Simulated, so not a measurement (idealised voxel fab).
The following is a process module called voxel transistor to metal.
The figure presents cross-section cut, which has a width of 185 nm and is divided into square cells with an edge length of 5 nm.
Cross-section = grid of square cells, listed top down in bands; band = one or more rows.
A band entry consists of two parts. The first gives the height of the band's top and the height of its bottom, in nm. The rest lists the band's materials from left to right, each with its width in nm. A single material labelled with the word "everywhere" fills the band from edge to edge, and the word "blank" marks empty space.
Height is counted from the level 0, under which the received wafer is composed throughout of one material. The lowest of the bands is not closed at the bottom but continues downward, in the notation "0 and below".
Per-row width for "30..40": begins at first number (top row of band), ends at second number (bottom row), increment between rows held constant.
"nothing was modified" means the step left every cell of the cross-section as it was.
"Listed closed voids" means: voids of 8 cells or more that are shut off from the top with no open way through. Written width x height at distance, distance from the left edge, in nm.
On each step's line, the part that comes after the settings is the simulator's own comment on the step.
If you see "overlay nm" on a step's line and that step has a mask, it's telling you how far right of where it was planned the mask ended up; a negative number means it went left instead.

The steps planned for the process are as follows:
1 RECEIVE [material Si]
2 CONFORMAL_DEP [material SiO2] [thk nm 5]
3 CONFORMAL_DEP [material SiN] [thk nm 10]
4 MASKED_ETCH [tone cover] [mask id ACTIVE] [width nm 95] [etch materials SiN] [depth nm 10] [overlay nm 0]
5 MASKED_ETCH [tone cover] [mask id ACTIVE] [width nm 95] [etch materials SiO2] [depth nm 5] [overlay nm 0]
6 MASKED_ETCH [tone cover] [mask id ACTIVE] [width nm 95] [etch materials Si] [depth nm 30] [overlay nm 0]
7 FILL_DEP [material SiO2] [thk nm 10]
8 CMP [height nm 15]
9 SELECTIVE_ETCH [etch materials SiO2] [depth nm 5]
10 STRIP [etch materials SiN]
11 SELECTIVE_ETCH [etch materials SiO2] [depth nm 5]
12 OXIDIZE [depth nm 5]
13 DIRECTIONAL_DEP [material polySi] [thk nm 30]
14 DIRECTIONAL_DEP [material SiCN] [thk nm 10]
15 MASKED_ETCH [tone cover] [mask id GATE] [width nm 15] [etch materials SiCN] [depth nm 20] [overlay nm 0]
16 MASKED_ETCH [tone cover] [mask id GATE] [width nm 15] [etch materials polySi] [depth nm 40] [overlay nm 0]
17 CONFORMAL_DEP [material SiN] [thk nm 10]
18 DIRECTIONAL_ETCH [etch materials SiN] [depth nm 10]
19 DIRECTIONAL_ETCH [etch materials SiO2] [depth nm 5]
20 DIRECTIONAL_ETCH [etch materials Si] [depth nm 10]
21 EPI [material nSi] [thk nm 10]
22 FILL_DEP [material SiO2] [thk nm 10]
23 CMP [height nm 40]
24 DIRECTIONAL_DEP [material SiO2] [thk nm 10]
25 PATTERN [tone open] [mask id CONTACT] [material resist] [width nm 30] [pitch nm 55] [thk nm 20] [overlay nm 0]
26 DIRECTIONAL_ETCH [etch materials SiO2] [depth nm 55]
27 STRIP [etch materials resist]
28 CONFORMAL_DEP [material TiN] [thk nm 5]
29 FILL_DEP [material Ru] [thk nm 5]
30 CMP [height nm 50]
31 DIRECTIONAL_DEP [material TiN] [thk nm 5]
32 DIRECTIONAL_DEP [material W] [thk nm 15]
33 PATTERN [tone cover] [mask id METAL_1] [material resist] [width nm 20] [pitch nm 65] [thk nm 20] [overlay nm 0]
34 DIRECTIONAL_ETCH [etch materials W] [depth nm 15]
35 DIRECTIONAL_ETCH [etch materials TiN] [depth nm 5]
36 STRIP [etch materials resist]
37 CONFORMAL_DEP [material SiCN] [thk nm 5]
38 FILL_DEP [material SiO2] [thk nm 5]
39 CMP [height nm 70]
40 CONFORMAL_DEP [material SiN] [thk nm 5]

First of the two wafers, run per plan:

As-received wafer cross-section (after step 1):
0 and below  Si everywhere
Listed closed voids: none

Wafer after step 2 (cross-section):
5 down to 0  SiO2 everywhere
No changes below 0.

Wafer after step 3 (cross-section):
15 down to 5  SiN everywhere
No changes below 5.

Wafer after step 4 (cross-section):
15 down to 5  blank: 45 / SiN: 95 / blank: 45
No changes below 5.

Wafer after step 5 (cross-section):
15 down to 5  blank: 45 / SiN: 95 / blank: 45
5 down to 0  blank: 45 / SiO2: 95 / blank: 45
No changes below 0.

Wafer after step 6 (cross-section):
15 down to 5  blank: 45 / SiN: 95 / blank: 45
5 down to 0  blank: 45 / SiO2: 95 / blank: 45
0 down to -30  blank: 45 / Si: 95 / blank: 45
No changes below -30.

Wafer after step 7 (cross-section):
25 down to 15  SiO2 everywhere
15 down to 5  SiO2: 45 / SiN: 95 / SiO2: 45
5 down to 0  SiO2 everywhere
0 down to -30  SiO2: 45 / Si: 95 / SiO2: 45
No changes below -30.

Wafer after step 8 (cross-section):
15 down to 5  SiO2: 45 / SiN: 95 / SiO2: 45
No changes below 5.

Wafer after step 9 (cross-section):
15 down to 10  blank: 45 / SiN: 95 / blank: 45
No changes below 10.

Wafer after step 10 (cross-section):
10 down to 5  SiO2: 45 / blank: 95 / SiO2: 45
No changes below 5.

Wafer after step 11 (cross-section):
5 down to 0  SiO2: 40 / blank: 105 / SiO2: 40
No changes below 0.

Wafer after step 12 (cross-section):
5 down to 0  SiO2: 40 / blank: 105 / SiO2: 40
0 down to -5  SiO2 everywhere
No changes below -5.

Wafer after step 13 (cross-section):
35 down to 30  polySi: 40 / blank: 105 / polySi: 40
30 down to 5  polySi everywhere
5 down to 0  SiO2: 40 / polySi: 105 / SiO2: 40
No changes below 0.

Wafer after step 14 (cross-section):
45 down to 40  SiCN: 40 / blank: 105 / SiCN: 40
40 down to 35  SiCN everywhere
35 down to 30  polySi: 40 / SiCN: 105 / polySi: 40
No changes below 30.

Wafer after step 15 (cross-section):
40 down to 35  blank: 85 / SiCN: 15 / blank: 85
35 down to 30  polySi: 40 / blank: 45 / SiCN: 15 / blank: 45 / polySi: 40
No changes below 30.

Wafer after step 16 (cross-section):
40 down to 30  blank: 85 / SiCN: 15 / blank: 85
30 down to 5  blank: 85 / polySi: 15 / blank: 85
5 down to 0  SiO2: 40 / blank: 45 / polySi: 15 / blank: 45 / SiO2: 40
No changes below 0.

Wafer after step 17 (cross-section):
50 down to 40  blank: 75 / SiN: 35 / blank: 75
40 down to 30  blank: 75 / SiN: 10 / SiCN: 15 / SiN: 10 / blank: 75
30 down to 15  blank: 75 / SiN: 10 / polySi: 15 / SiN: 10 / blank: 75
15 down to 10  SiN: 50 / blank: 25 / SiN: 10 / polySi: 15 / SiN: 10 / blank: 25 / SiN: 50
10 down to 5  SiN: 85 / polySi: 15 / SiN: 85
5 down to 0  SiO2: 40 / SiN: 45 / polySi: 15 / SiN: 45 / SiO2: 40
No changes below 0.

Wafer after step 18 (cross-section):
40 down to 30  blank: 75 / SiN: 10 / SiCN: 15 / SiN: 10 / blank: 75
30 down to 5  blank: 75 / SiN: 10 / polySi: 15 / SiN: 10 / blank: 75
5 down to 0  SiO2: 40 / SiN: 10 / blank: 25 / SiN: 10 / polySi: 15 / SiN: 10 / blank: 25 / SiN: 10 / SiO2: 40
No changes below 0.

Wafer after step 19 (cross-section):
40 down to 30  blank: 75 / SiN: 10 / SiCN: 15 / SiN: 10 / blank: 75
30 down to 5  blank: 75 / SiN: 10 / polySi: 15 / SiN: 10 / blank: 75
5 down to 0  blank: 40 / SiN: 10 / blank: 25 / SiN: 10 / polySi: 15 / SiN: 10 / blank: 25 / SiN: 10 / blank: 40
0 down to -5  SiO2: 50 / blank: 25 / SiO2: 35 / blank: 25 / SiO2: 50
No changes below -5.

Wafer after step 20 (cross-section):
40 down to 30  blank: 75 / SiN: 10 / SiCN: 15 / SiN: 10 / blank: 75
30 down to 5  blank: 75 / SiN: 10 / polySi: 15 / SiN: 10 / blank: 75
5 down to 0  blank: 40 / SiN: 10 / blank: 25 / SiN: 10 / polySi: 15 / SiN: 10 / blank: 25 / SiN: 10 / blank: 40
0 down to -5  SiO2: 50 / blank: 25 / SiO2: 35 / blank: 25 / SiO2: 50
-5 down to -15  SiO2: 45 / Si: 5 / blank: 25 / Si: 35 / blank: 25 / Si: 5 / SiO2: 45
No changes below -15.

Wafer after step 21 (cross-section):
40 down to 30  blank: 75 / SiN: 10 / SiCN: 15 / SiN: 10 / blank: 75
30 down to 5  blank: 75 / SiN: 10 / polySi: 15 / SiN: 10 / blank: 75
5 down to 0  blank: 40 / SiN: 10 / nSi: 10 / blank: 5 / nSi: 10 / SiN: 10 / polySi: 15 / SiN: 10 / nSi: 10 / blank: 5 / nSi: 10 / SiN: 10 / blank: 40
0 down to -5  SiO2: 50 / nSi: 10 / blank: 5 / nSi: 10 / SiO2: 35 / nSi: 10 / blank: 5 / nSi: 10 / SiO2: 50
-5 down to -15  SiO2: 45 / Si: 5 / nSi: 25 / Si: 35 / nSi: 25 / Si: 5 / SiO2: 45
No changes below -15.

Wafer after step 22 (cross-section):
50 down to 40  SiO2 everywhere
40 down to 30  SiO2: 75 / SiN: 10 / SiCN: 15 / SiN: 10 / SiO2: 75
30 down to 5  SiO2: 75 / SiN: 10 / polySi: 15 / SiN: 10 / SiO2: 75
5 down to 0  SiO2: 40 / SiN: 10 / nSi: 10 / SiO2: 5 / nSi: 10 / SiN: 10 / polySi: 15 / SiN: 10 / nSi: 10 / SiO2: 5 / nSi: 10 / SiN: 10 / SiO2: 40
0 down to -5  SiO2: 50 / nSi: 10 / SiO2: 5 / nSi: 10 / SiO2: 35 / nSi: 10 / SiO2: 5 / nSi: 10 / SiO2: 50
No changes below -5.

Wafer after step 23 (cross-section):
40 down to 30  SiO2: 75 / SiN: 10 / SiCN: 15 / SiN: 10 / SiO2: 75
No changes below 30.

Wafer after step 24 (cross-section):
50 down to 40  SiO2 everywhere
No changes below 40.

Wafer after step 25 (cross-section):
70 down to 50  resist: 50 / blank: 30 / resist: 25 / blank: 30 / resist: 50
No changes below 50.

Wafer after step 26 (cross-section):
70 down to 50  resist: 50 / blank: 30 / resist: 25 / blank: 30 / resist: 50
50 down to 40  SiO2: 50 / blank: 30 / SiO2: 25 / blank: 30 / SiO2: 50
40 down to 30  SiO2: 50 / blank: 25 / SiN: 10 / SiCN: 15 / SiN: 10 / blank: 25 / SiO2: 50
30 down to 5  SiO2: 50 / blank: 25 / SiN: 10 / polySi: 15 / SiN: 10 / blank: 25 / SiO2: 50
5 down to 0  SiO2: 40 / SiN: 10 / nSi: 10 / blank: 5 / nSi: 10 / SiN: 10 / polySi: 15 / SiN: 10 / nSi: 10 / blank: 5 / nSi: 10 / SiN: 10 / SiO2: 40
0 down to -5  SiO2: 50 / nSi: 10 / blank: 5 / nSi: 10 / SiO2: 35 / nSi: 10 / blank: 5 / nSi: 10 / SiO2: 50
No changes below -5.

Wafer after step 27 (cross-section):
50 down to 40  SiO2: 50 / blank: 30 / SiO2: 25 / blank: 30 / SiO2: 50
No changes below 40.

Wafer after step 28 (cross-section):
55 down to 50  TiN: 55 / blank: 20 / TiN: 35 / blank: 20 / TiN: 55
50 down to 40  SiO2: 50 / TiN: 5 / blank: 20..15 / TiN: 5..10 / SiO2: 25 / TiN: 5..10 / blank: 20..15 / TiN: 5 / SiO2: 50
40 down to 30  SiO2: 50 / TiN: 5 / blank: 15 / TiN: 5 / SiN: 10 / SiCN: 15 / SiN: 10 / TiN: 5 / blank: 15 / TiN: 5 / SiO2: 50
30 down to 10  SiO2: 50 / TiN: 5 / blank: 15 / TiN: 5 / SiN: 10 / polySi: 15 / SiN: 10 / TiN: 5 / blank: 15 / TiN: 5 / SiO2: 50
10 down to 5  SiO2: 50 / TiN: 25 / SiN: 10 / polySi: 15 / SiN: 10 / TiN: 25 / SiO2: 50
5 down to 0  SiO2: 40 / SiN: 10 / nSi: 10 / TiN: 5 / nSi: 10 / SiN: 10 / polySi: 15 / SiN: 10 / nSi: 10 / TiN: 5 / nSi: 10 / SiN: 10 / SiO2: 40
0 down to -5  SiO2: 50 / nSi: 10 / TiN: 5 / nSi: 10 / SiO2: 35 / nSi: 10 / TiN: 5 / nSi: 10 / SiO2: 50
No changes below -5.

Wafer after step 29 (cross-section):
60 down to 55  Ru everywhere
55 down to 50  TiN: 55 / Ru: 20 / TiN: 35 / Ru: 20 / TiN: 55
50 down to 40  SiO2: 50 / TiN: 5 / Ru: 20..15 / TiN: 5..10 / SiO2: 25 / TiN: 5..10 / Ru: 20..15 / TiN: 5 / SiO2: 50
40 down to 30  SiO2: 50 / TiN: 5 / Ru: 15 / TiN: 5 / SiN: 10 / SiCN: 15 / SiN: 10 / TiN: 5 / Ru: 15 / TiN: 5 / SiO2: 50
30 down to 10  SiO2: 50 / TiN: 5 / Ru: 15 / TiN: 5 / SiN: 10 / polySi: 15 / SiN: 10 / TiN: 5 / Ru: 15 / TiN: 5 / SiO2: 50
No changes below 10.

Wafer after step 30 (cross-section):
50 down to 40  SiO2: 50 / TiN: 5 / Ru: 20..15 / TiN: 5..10 / SiO2: 25 / TiN: 5..10 / Ru: 20..15 / TiN: 5 / SiO2: 50
No changes below 40.

Wafer after step 31 (cross-section):
55 down to 50  TiN everywhere
No changes below 50.

Wafer after step 32 (cross-section):
70 down to 55  W everywhere
No changes below 55.

Wafer after step 33 (cross-section):
90 down to 70  blank: 50 / resist: 20 / blank: 45 / resist: 20 / blank: 50
No changes below 70.

Wafer after step 34 (cross-section):
90 down to 70  blank: 50 / resist: 20 / blank: 45 / resist: 20 / blank: 50
70 down to 55  blank: 50 / W: 20 / blank: 45 / W: 20 / blank: 50
No changes below 55.

Wafer after step 35 (cross-section):
90 down to 70  blank: 50 / resist: 20 / blank: 45 / resist: 20 / blank: 50
70 down to 55  blank: 50 / W: 20 / blank: 45 / W: 20 / blank: 50
55 down to 50  blank: 50 / TiN: 20 / blank: 45 / TiN: 20 / blank: 50
No changes below 50.

Wafer after step 36 (cross-section):
70 down to 55  blank: 50 / W: 20 / blank: 45 / W: 20 / blank: 50
No changes below 55.

Wafer after step 37 (cross-section):
75 down to 70  blank: 45 / SiCN: 30 / blank: 35 / SiCN: 30 / blank: 45
70 down to 55  blank: 45 / SiCN: 5 / W: 20 / SiCN: 5 / blank: 35 / SiCN: 5 / W: 20 / SiCN: 5 / blank: 45
55 down to 50  SiCN: 50 / TiN: 20 / SiCN: 45 / TiN: 20 / SiCN: 50
No changes below 50.

Wafer after step 38 (cross-section):
80 down to 75  SiO2 everywhere
75 down to 70  SiO2: 45 / SiCN: 30 / SiO2: 35 / SiCN: 30 / SiO2: 45
70 down to 55  SiO2: 45 / SiCN: 5 / W: 20 / SiCN: 5 / SiO2: 35 / SiCN: 5 / W: 20 / SiCN: 5 / SiO2: 45
No changes below 55.

Wafer after step 39 (cross-section):
70 down to 55  SiO2: 45 / SiCN: 5 / W: 20 / SiCN: 5 / SiO2: 35 / SiCN: 5 / W: 20 / SiCN: 5 / SiO2: 45
No changes below 55.

Wafer after step 40 (cross-section):
75 down to 70  SiN everywhere
No changes below 70.

The second wafer: identical to the first at the outset and in its planned sequence, differing only in that one mistake was made during processing; up to and including step 21, its path is the first wafer's path:

Cross-sectional representation of the second wafer at the time designated in the plan for the completion of step 22:
50 down to 40  W everywhere
40 down to 30  W: 75 / SiN: 10 / SiCN: 15 / SiN: 10 / W: 75
30 down to 5  W: 75 / SiN: 10 / polySi: 15 / SiN: 10 / W: 75
5 down to 0  W: 40 / SiN: 10 / nSi: 10 / W: 5 / nSi: 10 / SiN: 10 / polySi: 15 / SiN: 10 / nSi: 10 / W: 5 / nSi: 10 / SiN: 10 / W: 40
0 down to -5  SiO2: 50 / nSi: 10 / W: 5 / nSi: 10 / SiO2: 35 / nSi: 10 / W: 5 / nSi: 10 / SiO2: 50
No changes below -5.

Cross-sectional representation of the second wafer at the time designated in the plan for the completion of step 23:
40 down to 30  W: 75 / SiN: 10 / SiCN: 15 / SiN: 10 / W: 75
No changes below 30.

Cross-sectional representation of the second wafer at the time designated in the plan for the completion of step 24:
50 down to 40  SiO2 everywhere
No changes below 40.

Cross-sectional representation of the second wafer at the time designated in the plan for the completion of step 25:
70 down to 50  resist: 50 / blank: 30 / resist: 25 / blank: 30 / resist: 50
No changes below 50.

Cross-sectional representation of the second wafer at the time designated in the plan for the completion of step 26:
70 down to 50  resist: 50 / blank: 30 / resist: 25 / blank: 30 / resist: 50
50 down to 40  SiO2: 50 / blank: 30 / SiO2: 25 / blank: 30 / SiO2: 50
No changes below 40.

Cross-sectional representation of the second wafer at the time designated in the plan for the completion of step 27:
50 down to 40  SiO2: 50 / blank: 30 / SiO2: 25 / blank: 30 / SiO2: 50
No changes below 40.

Cross-sectional representation of the second wafer at the time designated in the plan for the completion of step 28:
55 down to 50  TiN: 55 / blank: 20 / TiN: 35 / blank: 20 / TiN: 55
50 down to 45  SiO2: 50 / TiN: 5 / blank: 20 / TiN: 5 / SiO2: 25 / TiN: 5 / blank: 20 / TiN: 5 / SiO2: 50
45 down to 40  SiO2: 50 / TiN: 30 / SiO2: 25 / TiN: 30 / SiO2: 50
No changes below 40.

Cross-sectional representation of the second wafer at the time designated in the plan for the completion of step 29:
60 down to 55  Ru everywhere
55 down to 50  TiN: 55 / Ru: 20 / TiN: 35 / Ru: 20 / TiN: 55
50 down to 45  SiO2: 50 / TiN: 5 / Ru: 20 / TiN: 5 / SiO2: 25 / TiN: 5 / Ru: 20 / TiN: 5 / SiO2: 50
No changes below 45.

Cross-sectional representation of the second wafer at the time designated in the plan for the completion of step 30:
50 down to 45  SiO2: 50 / TiN: 5 / Ru: 20 / TiN: 5 / SiO2: 25 / TiN: 5 / Ru: 20 / TiN: 5 / SiO2: 50
No changes below 45.

Cross-sectional representation of the second wafer at the time designated in the plan for the completion of step 31:
55 down to 50  TiN everywhere
No changes below 50.

Cross-sectional representation of the second wafer at the time designated in the plan for the completion of step 32:
70 down to 55  W everywhere
No changes below 55.

Cross-sectional representation of the second wafer at the time designated in the plan for the completion of step 33:
90 down to 70  blank: 50 / resist: 20 / blank: 45 / resist: 20 / blank: 50
No changes below 70.

Cross-sectional representation of the second wafer at the time designated in the plan for the completion of step 34:
90 down to 70  blank: 50 / resist: 20 / blank: 45 / resist: 20 / blank: 50
70 down to 55  blank: 50 / W: 20 / blank: 45 / W: 20 / blank: 50
No changes below 55.

Cross-sectional representation of the second wafer at the time designated in the plan for the completion of step 35:
90 down to 70  blank: 50 / resist: 20 / blank: 45 / resist: 20 / blank: 50
70 down to 55  blank: 50 / W: 20 / blank: 45 / W: 20 / blank: 50
55 down to 50  blank: 50 / TiN: 20 / blank: 45 / TiN: 20 / blank: 50
No changes below 50.

Cross-sectional representation of the second wafer at the time designated in the plan for the completion of step 36:
70 down to 55  blank: 50 / W: 20 / blank: 45 / W: 20 / blank: 50
No changes below 55.

Cross-sectional representation of the second wafer at the time designated in the plan for the completion of step 37:
75 down to 70  blank: 45 / SiCN: 30 / blank: 35 / SiCN: 30 / blank: 45
70 down to 55  blank: 45 / SiCN: 5 / W: 20 / SiCN: 5 / blank: 35 / SiCN: 5 / W: 20 / SiCN: 5 / blank: 45
55 down to 50  SiCN: 50 / TiN: 20 / SiCN: 45 / TiN: 20 / SiCN: 50
No changes below 50.

Cross-sectional representation of the second wafer at the time designated in the plan for the completion of step 38:
80 down to 75  SiO2 everywhere
75 down to 70  SiO2: 45 / SiCN: 30 / SiO2: 35 / SiCN: 30 / SiO2: 45
70 down to 55  SiO2: 45 / SiCN: 5 / W: 20 / SiCN: 5 / SiO2: 35 / SiCN: 5 / W: 20 / SiCN: 5 / SiO2: 45
No changes below 55.

Cross-sectional representation of the second wafer at the time designated in the plan for the completion of step 39:
70 down to 55  SiO2: 45 / SiCN: 5 / W: 20 / SiCN: 5 / SiO2: 35 / SiCN: 5 / W: 20 / SiCN: 5 / SiO2: 45
No changes below 55.

Cross-sectional representation of the second wafer at the time designated in the plan for the completion of step 40:
75 down to 70  SiN everywhere
No changes below 70.
Plan not followed: step 22 was not run as planned; what actually ran was FILL_DEP [material W] [thk nm 10]
End of process, cell counts, second wafer against first, materials with more or fewer: -42 Ru; -156 SiO2; -32 TiN; +230 W
